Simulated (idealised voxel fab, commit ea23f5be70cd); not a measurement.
Process module heading - voxel local oxidation
It is cross-section cut that appears here, measuring 245 nm in width, its square cells being 5 nm in size.
Cross-section, as written here: a square-cell grid given band by band from the top down, where a band holds one or more rows of cells. Within each band entry, the heights of the top and of the bottom of the band appear first, in that order and in nm; the materials of the band then follow from left to right, each with its corresponding width in nm. The designation "full width" on a single material indicates that it fills the band from edge to edge; the designation "empty" indicates empty space. Heights are expressed relative to 0, this being the level below which the as-received wafer comprises one material exclusively. The lowest band is unbounded in the downward direction and is denoted as in "top 0, no bottom". Top row gets the first number, bottom row gets the second, and each row in between changes by the same step: that is how a band width like "30..40" works. "remained the same" -> step changed no cross-section cell. "Sealed void inventory": empty spaces of 8 cells or more with no open way to the top, each given as width x height at distance, distance from the left edge, all in nm. Whatever follows a step's settings on its line is a remark the simulator itself makes about that step. "overlay nm" on a masked step: distance the mask lay right of its planned place, negative for left.
[List of planned process steps]
1) RECEIVE: material Si
2) OXIDIZE: depth nm 5
3) CONFORMAL_DEP: material SiN, thk nm 15
4) MASKED_ETCH: tone cover, mask id ACTIVE, width nm 125, etch materials SiN, depth nm 15, overlay nm 0
5) SELECTIVE_ETCH: etch materials SiO2, depth nm 5
6) OXIDIZE: depth nm 10
7) STRIP: etch materials SiN
[The first of two wafers, run as planned]
[Cross-section: wafer on arrival = after step 1]
    top 0, no bottom: Si full width
    Sealed void inventory: none
[After step 2: wafer cross-section]
    top 0, bottom -5: SiO2 full width
    Beneath the level -5, the cross-section is identical to its previous state.
[After step 3: wafer cross-section]
    top 15, bottom 0: SiN full width
    Beneath the level 0, the cross-section is identical to its previous state.
[After step 4: wafer cross-section]
    top 15, bottom 0: empty 60 nm | SiN 125 nm | empty 60 nm
    Beneath the level 0, the cross-section is identical to its previous state.
[After step 5: wafer cross-section]
    top 15, bottom 0: empty 60 nm | SiN 125 nm | empty 60 nm
    top 0, bottom -5: empty 65 nm | SiO2 115 nm | empty 65 nm
    Beneath the level -5, the cross-section is identical to its previous state.
[After step 6: wafer cross-section]
    top 15, bottom 0: empty 60 nm | SiN 125 nm | empty 60 nm
    top 0, bottom -5: empty 65 nm | SiO2 115 nm | empty 65 nm
    top -5, bottom -15: SiO2 75 nm | Si 95 nm | SiO2 75 nm
    Beneath the level -15, the cross-section is identical to its previous state.
[After step 7: wafer cross-section]
    top 0, bottom -5: empty 65 nm | SiO2 115 nm | empty 65 nm
    Beneath the level -5, the cross-section is identical to its previous state.
[Wafer two. Same start, same plan, one slip in execution. Same as wafer one through step 3, inclusive]
[when step 4 should have ended]
    top 15, bottom 0: empty 65 nm | SiN 120 nm | empty 60 nm
    Beneath the level 0, the cross-section is identical to its previous state.
[when step 5 should have ended]
    top 15, bottom 0: empty 65 nm | SiN 120 nm | empty 60 nm
    top 0, bottom -5: empty 70 nm | SiO2 110 nm | empty 65 nm
    Beneath the level -5, the cross-section is identical to its previous state.
[when step 6 should have ended]
    top 15, bottom 0: empty 65 nm | SiN 120 nm | empty 60 nm
    top 0, bottom -5: empty 70 nm | SiO2 110 nm | empty 65 nm
    top -5, bottom -15: SiO2 80 nm | Si 90 nm | SiO2 75 nm
    Beneath the level -15, the cross-section is identical to its previous state.
[when step 7 should have ended]
    top 0, bottom -5: empty 70 nm | SiO2 110 nm | empty 65 nm
    Beneath the level -5, the cross-section is identical to its previous state.
Heads up, the wafer didn't run the way we planned it: step 4 ran differently from the plan; actual operation with settings: MASKED_ETCH: tone cover, mask id ACTIVE, width nm 120, etch materials SiN, depth nm 15, overlay nm 0
Heads up, by the end the second wafer has more or fewer cells of some materials compared to the first: Si -2, SiO2 +1
